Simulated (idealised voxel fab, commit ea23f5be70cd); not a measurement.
process module | voxel capacitor over wiring
cross-section cut | 210 nm wide | cells 5 nm
A cross-section is a grid of square cells, given in bands from the top down. A band is one or more rows of cells.
Each band's line starts with the height of the band's top and of its bottom, in nm. Then come its materials from left to right, each with its width in nm. One material with "throughout" fills the band from edge to edge. "air" is empty space.
Height 0 is the level under which the wafer as received is all one material. The lowest band goes on downwards, as in "0 down".
A width such as "30 to 40" changes by the same amount from each row of cells to the next, from the band's top row to its bottom row.
"no change" after a step means that no cell of the cross-section changed.
closed voids: empty space of 8 cells or more with no open way to the top, each as width x height at its distance from the left edge, in nm
after a step's settings: what the simulator itself notes on the step
overlay nm, on a step with a mask: how far to the right of its planned place the mask lay; to the left if negative
plan
1 op RECEIVE | material Si
2 op CONFORMAL_DEP | material SiO2 | thk nm 15
3 op CONFORMAL_DEP | material SiCN | thk nm 5
4 op DIRECTIONAL_DEP | material SiO2 | thk nm 25
5 op MASKED_ETCH | tone open | mask id METAL_1 | width nm 25 | pitch nm 75 | etch materials SiO2 | depth nm 25 | overlay nm 0
6 op MASKED_ETCH | tone open | mask id METAL_1 | width nm 25 | pitch nm 75 | etch materials SiCN | depth nm 5 | overlay nm 0
7 op CONFORMAL_DEP | material TiN | thk nm 5
8 op FILL_DEP | material W | thk nm 10
9 op CMP | height nm 45
10 op EPI | material Ru | thk nm 5
11 op FILL_DEP | material SiCN | thk nm 5
12 op DIRECTIONAL_DEP | material SiO2 | thk nm 10
13 op MASKED_ETCH | tone open | mask id PLUG_1 | width nm 15 | etch materials SiO2 | depth nm 10 | overlay nm 0
14 op MASKED_ETCH | tone open | mask id PLUG_1 | width nm 15 | etch materials SiCN | depth nm 5 | overlay nm 0
15 op CONFORMAL_DEP | material TiN | thk nm 5
16 op FILL_DEP | material W | thk nm 5
17 op CMP | height nm 65
18 op DIRECTIONAL_DEP | material TiN | thk nm 10
19 op DIRECTIONAL_DEP | material Al2O3 | thk nm 5
20 op DIRECTIONAL_DEP | material TiN | thk nm 10
21 op PATTERN | tone cover | mask id UPPER_PLATE | material resist | width nm 55 | thk nm 20 | overlay nm 0
22 op DIRECTIONAL_ETCH | etch materials TiN | depth nm 10
23 op DIRECTIONAL_ETCH | etch materials Al2O3 | depth nm 5
24 op STRIP | etch materials resist
25 op PATTERN | tone cover | mask id LOWER_PLATE | material resist | width nm 55 | thk nm 15 | overlay nm 0
26 op DIRECTIONAL_ETCH | etch materials TiN | depth nm 10
27 op STRIP | etch materials resist
28 op FILL_DEP | material SiO2 | thk nm 20
29 op CMP | height nm 105
30 op PATTERN | tone open | mask id PLUG_2 | material resist | width nm 15 | thk nm 20 | overlay nm 0
31 op DIRECTIONAL_ETCH | etch materials SiO2 | depth nm 15
32 op STRIP | etch materials resist
33 op CONFORMAL_DEP | material TiN | thk nm 5
34 op FILL_DEP | material Ru | thk nm 5
35 op CMP | height nm 105
36 op CONFORMAL_DEP | material SiCN | thk nm 5
varied across the wafers: width nm of step 25. The plan shows the first wafer's value. All wafers start alike
first wafer as received, after step 1
  0 down: Si throughout
  closed voids: none
first wafer at the end, after step 36
  110 to 105: SiCN throughout
  105 to 95: SiO2 75 | TiN 5 | Ru 5 | TiN 5 | SiO2 120
  95 to 90: SiO2 75 | TiN 15 | SiO2 120
  90 to 80: SiO2 65 | TiN 55 | SiO2 90
  80 to 75: SiO2 65 | Al2O3 55 | SiO2 90
  75 to 65: SiO2 65 | TiN 55 | SiO2 90
  65 to 55: SiO2 65 | TiN 5 | W 5 | TiN 5 | SiO2 130
  55 to 50: SiCN 65 | TiN 15 | SiCN 130
  50 to 45: SiCN 50 | Ru 35 | SiCN 40 | Ru 35 | SiCN 50
  45 to 20: SiO2 55 | TiN 5 | W 15 | TiN 5 | SiO2 50 | TiN 5 | W 15 | TiN 5 | SiO2 55
  20 to 15: SiCN 55 | TiN 25 | SiCN 50 | TiN 25 | SiCN 55
  15 to 0: SiO2 throughout
  0 down: Si throughout
  closed voids: none
last wafer at the end
  110 to 105: SiCN throughout
  105 to 95: SiO2 75 | TiN 5 | Ru 5 | TiN 5 | SiO2 120
  95 to 90: SiO2 75 | TiN 15 | SiO2 120
  90 to 80: SiO2 65 | TiN 55 | SiO2 90
  80 to 75: SiO2 65 | Al2O3 55 | SiO2 90
  75 to 65: SiO2 55 | TiN 80 | SiO2 75
  65 to 55: SiO2 65 | TiN 5 | W 5 | TiN 5 | SiO2 130
  55 to 50: SiCN 65 | TiN 15 | SiCN 130
  50 to 45: SiCN 50 | Ru 35 | SiCN 40 | Ru 35 | SiCN 50
  45 to 20: SiO2 55 | TiN 5 | W 15 | TiN 5 | SiO2 50 | TiN 5 | W 15 | TiN 5 | SiO2 55
  20 to 15: SiCN 55 | TiN 25 | SiCN 50 | TiN 25 | SiCN 55
  15 to 0: SiO2 throughout
  0 down: Si throughout
  closed voids: none
each wafer at the end: cells of each material gained (+) or lost (-) since it was received, then its closed voids
width nm 55 | +11 Al2O3 | +16 Ru | +141 SiCN | +636 SiO2 | +88 TiN | +32 W | closed voids: none
width nm 60 | +11 Al2O3 | +16 Ru | +141 SiCN | +634 SiO2 | +90 TiN | +32 W | closed voids: none
width nm 65 | +11 Al2O3 | +16 Ru | +141 SiCN | +632 SiO2 | +92 TiN | +32 W | closed voids: none
width nm 70 | +11 Al2O3 | +16 Ru | +141 SiCN | +630 SiO2 | +94 TiN | +32 W | closed voids: none
width nm 75 | +11 Al2O3 | +16 Ru | +141 SiCN | +628 SiO2 | +96 TiN | +32 W | closed voids: none
width nm 80 | +11 Al2O3 | +16 Ru | +141 SiCN | +626 SiO2 | +98 TiN | +32 W | closed voids: none
